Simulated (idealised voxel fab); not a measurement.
Title: Process Module voxel self aligned contacts
This is section cut - it's 250 nm across, gridded in 5 nm square cells.
Cross-section format: a grid of square cells, given as bands from top to bottom; each band is one or more rows of cells. Basically the band line says how high the top is and how high the bottom is, in nm, and then what's in it from left to right, every material with its width in nm. Empty space shows up as "air", and if a single material carries "throughout" it runs the full band edge to edge. Note: height 0 marks the level under which the wafer is uniformly one material as received. Lowest band unbounded below, written "0 nm and below". Think of "30..40" as a width that walks from the first number to the second as you go down the band, top row to bottom row, taking equal-sized steps from row to row. Given "same as before" for a step, no cell of the cross-section differs between before and after that step. Empty spaces counting at least 8 cells and having no open way to the top are listed in "Closed void roster". The notation width x height at distance is used for each, the distance being from the left edge and all three values in nm. Formally, on a step line, whatever follows the settings is a remark that the simulator itself makes on the step. overlay nm: mask offset rightward from planned place, masked step; negative means leftward offset.

LIST OF PLANNED PROCESS STEPS
- 1: RECEIVE: material Si
- 2: CONFORMAL_DEP: material SiO2, thk nm 5
- 3: DIRECTIONAL_DEP: material polySi, thk nm 20
- 4: DIRECTIONAL_DEP: material SiN, thk nm 20
- 5: PATTERN: tone cover, mask id GATE, material resist, width nm 25, pitch nm 70, thk nm 20, overlay nm 0
- 6: DIRECTIONAL_ETCH: etch materials SiN, depth nm 20
- 7: DIRECTIONAL_ETCH: etch materials polySi, depth nm 20
- 8: STRIP: etch materials resist
- 9: CONFORMAL_DEP: material SiN, thk nm 10
- 10: DIRECTIONAL_ETCH: etch materials SiN, depth nm 10
- 11: FILL_DEP: material SiO2, thk nm 15
- 12: CMP: height nm 55
- 13: PATTERN: tone open, mask id CONTACT, material resist, width nm 45, pitch nm 70, thk nm 15, overlay nm 0
- 14: DIRECTIONAL_ETCH: etch materials SiO2, depth nm 55
- 15: STRIP: etch materials resist
- 16: CONFORMAL_DEP: material TiN, thk nm 5
- 17: FILL_DEP: material W, thk nm 5
- 18: CMP: height nm 55
- 19: CONFORMAL_DEP: material SiN, thk nm 5
All wafers enter the flow in the same state. The width nm at step 13 differs from wafer to wafer, and the plan gives the value for the first wafer.

CUT THROUGH THE FIRST OF SEVERAL WAFERS AS RECEIVED, POST STEP 1
> 0 nm and below | Si throughout
> Closed void roster: none

SO IN THIS TABLE EVERY WAFER GETS ITS OWN ROW, AND WHAT YOU SEE IS WHERE IT STANDS AT THE END OF THE MODULE: FOR EACH MATERIAL, HOW MANY CELLS IT PICKED UP (+) OR GAVE UP (-) SINCE WE RECEIVED IT, AND AFTER THAT ITS CLOSED VOIDS
width nm 45; +206 SiN; +208 SiO2; +58 TiN; +68 W; +60 polySi; Closed void roster: none
width nm 50; +206 SiN; +204 SiO2; +60 TiN; +70 W; +60 polySi; Closed void roster: none
width nm 55; +206 SiN; +200 SiO2; +62 TiN; +72 W; +60 polySi; Closed void roster: none
